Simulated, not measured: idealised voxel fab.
This section sets out a process module, namely voxel capacitor over wiring.
For reference, the cross-section in this document is cut, with width 295 nm and square cells of 5 nm.
Cross-sections here: square-cell grids, written as top-down lists of bands, a band being one or more rows of cells. The entry gives the band's vertical extent as a top height and a bottom height in nm, then its horizontal make-up as materials from left to right, each with a width in nm. "empty" stands for empty space; a single material marked "everywhere" fills the band edge to edge. Convention: height 0 is the level below which the wafer, as received, is all one material. The lowest band does not terminate at the bottom but continues downward, represented as "from 0 down". A width such as "30..40" changes by the same amount from each row of cells to the next, from the band's top row to its bottom row. "nothing altered" -> step changed no cross-section cell. For the entry "Tabulated closed voids", the listed items are empty spaces with no open way to the top whose size is 8 cells or more; each item follows the pattern width x height at distance, where distance is from the left edge and all three are in nm. That trailing text on a step's line, after the settings, is the simulator's own remark on the step. "overlay nm" denotes, for a step that has a mask, the displacement of the mask to the right of its planned place, with negative values corresponding to the left.

Below is the list of planned process steps
| 1 | op RECEIVE | material Si |
| 2 | op CONFORMAL_DEP | material SiO2 | thk nm 10 |
| 3 | op DIRECTIONAL_DEP | material TiN | thk nm 5 |
| 4 | op DIRECTIONAL_DEP | material W | thk nm 25 |
| 5 | op MASKED_ETCH | tone cover | mask id METAL_1 | width nm 20 | pitch nm 80 | etch materials W | depth nm 25 | overlay nm 0 |
| 6 | op MASKED_ETCH | tone cover | mask id METAL_1 | width nm 20 | pitch nm 80 | etch materials TiN | depth nm 5 | overlay nm 0 |
| 7 | op FILL_DEP | material SiO2 | thk nm 5 |
| 8 | op CMP | height nm 40 |
| 9 | op CONFORMAL_DEP | material SiCN | thk nm 5 |
| 10 | op DIRECTIONAL_DEP | material SiO2 | thk nm 15 |
| 11 | op DIRECTIONAL_DEP | material aC | thk nm 10 |
| 12 | op PATTERN | tone open | mask id PLUG_1 | material resist | width nm 15 | thk nm 25 | overlay nm 0 |
| 13 | op DIRECTIONAL_ETCH | etch materials aC | depth nm 10 |
| 14 | op STRIP | etch materials resist |
| 15 | op DIRECTIONAL_ETCH | etch materials SiO2 | depth nm 15 |
| 16 | op DIRECTIONAL_ETCH | etch materials SiCN | depth nm 5 |
| 17 | op STRIP | etch materials aC |
| 18 | op EPI | material Ru | thk nm 10 |
| 19 | op EPI | material Ru | thk nm 10 |
| 20 | op DIRECTIONAL_DEP | material TiN | thk nm 5 |
| 21 | op DIRECTIONAL_DEP | material Al2O3 | thk nm 5 |
| 22 | op DIRECTIONAL_DEP | material TiN | thk nm 10 |
| 23 | op MASKED_ETCH | tone cover | mask id UPPER_PLATE | width nm 65 | etch materials TiN | depth nm 10 | overlay nm 0 |
| 24 | op MASKED_ETCH | tone cover | mask id UPPER_PLATE | width nm 65 | etch materials Al2O3 | depth nm 5 | overlay nm 0 |
| 25 | op PATTERN | tone cover | mask id LOWER_PLATE | material resist | width nm 75 | thk nm 15 | overlay nm 0 |
| 26 | op DIRECTIONAL_ETCH | etch materials TiN | depth nm 5 |
| 27 | op STRIP | etch materials resist |
| 28 | op FILL_DEP | material SiO2 | thk nm 20 |
| 29 | op CMP | height nm 95 |
| 30 | op DIRECTIONAL_DEP | material aC | thk nm 15 |
| 31 | op PATTERN | tone open | mask id PLUG_2 | material resist | width nm 15 | thk nm 30 | overlay nm 0 |
| 32 | op DIRECTIONAL_ETCH | etch materials aC | depth nm 15 |
| 33 | op STRIP | etch materials resist |
| 34 | op DIRECTIONAL_ETCH | etch materials SiO2 | depth nm 15 |
| 35 | op STRIP | etch materials aC |
| 36 | op CONFORMAL_DEP | material TiN | thk nm 5 |
| 37 | op FILL_DEP | material Ru | thk nm 5 |
| 38 | op CMP | height nm 95 |
| 39 | op CONFORMAL_DEP | material SiCN | thk nm 5 |

Incoming wafer in cross-section (state: after step 1)
from 0 down  Si everywhere
Tabulated closed voids: none

Cross-section: first of two wafers, module finished, run according to plan
from 100 to 95  SiCN everywhere
from 95 to 85  110 of SiO2  5 of TiN  5 of Ru  5 of TiN  170 of SiO2
from 85 to 80  110 of SiO2  15 of TiN  170 of SiO2
from 80 to 70  100 of SiO2  65 of TiN  130 of SiO2
from 70 to 65  100 of SiO2  65 of Al2O3  130 of SiO2
from 65 to 60  95 of SiO2  75 of TiN  125 of SiO2
from 60 to 45  100 of SiO2  15 of Ru  180 of SiO2
from 45 to 40  100 of SiCN  15 of Ru  180 of SiCN
from 40 to 15  95 of SiO2  20 of W  60 of SiO2  20 of W  100 of SiO2
from 15 to 10  95 of SiO2  20 of TiN  60 of SiO2  20 of TiN  100 of SiO2
from 10 to 0  SiO2 everywhere
from 0 down  Si everywhere
Tabulated closed voids: none

Here's the second of our two wafers sectioned at module end. Same start as the first, same plan, but one mistake got made running it
from 100 to 95  SiCN everywhere
from 95 to 85  110 of SiO2  5 of TiN  5 of Ru  5 of TiN  170 of SiO2
from 85 to 80  110 of SiO2  15 of TiN  170 of SiO2
from 80 to 75  100 of SiO2  65 of Al2O3  130 of SiO2
from 75 to 70  95 of SiO2  75 of TiN  125 of SiO2
from 70 to 60  TiN everywhere
from 60 to 45  100 of SiO2  15 of Ru  180 of SiO2
from 45 to 40  100 of SiCN  15 of Ru  180 of SiCN
from 40 to 15  95 of SiO2  20 of W  60 of SiO2  20 of W  100 of SiO2
from 15 to 10  95 of SiO2  20 of TiN  60 of SiO2  20 of TiN  100 of SiO2
from 10 to 0  SiO2 everywhere
from 0 down  Si everywhere
Tabulated closed voids: none
Which mistake was made when the wafer was run? ran 21 and 22 in swapped order versus the plan
FYI, end of process, the second wafer has more or fewer cells of some materials than the first: SiO2: 92 fewer, TiN: 92 more
